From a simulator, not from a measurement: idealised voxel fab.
process module | voxel self aligned vias
cross-section cut | 280 nm wide | cells 5 nm
A cross-section is a grid of square cells, given in bands from the top down. A band is one or more rows of cells.
Each band's line starts with the height of the band's top and of its bottom, in nm. Then come its materials from left to right, each with its width in nm. One material with "throughout" fills the band from edge to edge. "air" is empty space.
Height 0 is the level under which the wafer as received is all one material. The lowest band goes on downwards, as in "0 down".
A width such as "30 to 40" changes by the same amount from each row of cells to the next, from the band's top row to its bottom row.
"no change" after a step means that no cell of the cross-section changed.
closed voids: empty space of 8 cells or more with no open way to the top, each as width x height at its distance from the left edge, in nm
after a step's settings: what the simulator itself notes on the step
overlay nm, on a step with a mask: how far to the right of its planned place the mask lay; to the left if negative
plan
1 op RECEIVE | material Si
2 op CONFORMAL_DEP | material SiO2 | thk nm 10
3 op CONFORMAL_DEP | material SiCN | thk nm 5
4 op DIRECTIONAL_DEP | material lowk | thk nm 25
5 op MASKED_ETCH | tone open | mask id LINES | width nm 20 | pitch nm 50 | etch materials lowk | depth nm 25 | overlay nm 0
6 op CONFORMAL_DEP | material TiN | thk nm 5
7 op FILL_DEP | material Ru | thk nm 10
8 op CMP | height nm 40
9 op SELECTIVE_ETCH | etch materials W Ru TiN | depth nm 5
10 op FILL_DEP | material SiN | thk nm 5
11 op CMP | height nm 40
12 op DIRECTIONAL_DEP | material lowk | thk nm 20
13 op DIRECTIONAL_DEP | material aC | thk nm 15
14 op PATTERN | tone open | mask id VIAS | material resist | width nm 30 | pitch nm 100 | thk nm 30 | overlay nm 0
15 op DIRECTIONAL_ETCH | etch materials aC | depth nm 15
16 op STRIP | etch materials resist
17 op DIRECTIONAL_ETCH | etch materials lowk | depth nm 20
18 op DIRECTIONAL_ETCH | etch materials SiN | depth nm 5
19 op STRIP | etch materials aC
20 op CONFORMAL_DEP | material TiN | thk nm 5
21 op FILL_DEP | material Ru | thk nm 5
22 op CMP | height nm 60
23 op CONFORMAL_DEP | material SiN | thk nm 5
as received, after step 1
  0 down: Si throughout
  closed voids: none
a wafer at the end: this start, this plan, one mistake
  65 to 60: SiN throughout
  60 to 45: lowk 75 | TiN 5 | Ru 20 | TiN 5 | lowk 70 | TiN 5 | Ru 20 | TiN 5 | lowk 75
  45 to 40: lowk 75 | TiN 10 | Ru 10 | TiN 10 | lowk 70 | TiN 10 | Ru 10 | TiN 10 | lowk 75
  40 to 35: lowk 80 | TiN 20 | lowk 30 | SiN 20 | lowk 30 | TiN 20 | lowk 80
  35 to 20: lowk 80 | TiN 5 | Ru 10 | TiN 5 | lowk 30 | TiN 5 | Ru 10 | TiN 5 | lowk 30 | TiN 5 | Ru 10 | TiN 5 | lowk 80
  20 to 15: lowk 80 | TiN 20 | lowk 30 | TiN 20 | lowk 30 | TiN 20 | lowk 80
  15 to 5: SiO2 throughout
  5 to 0: SiCN throughout
  0 down: Si throughout
  closed voids: none
what went wrong: steps 2 and 3 were swapped
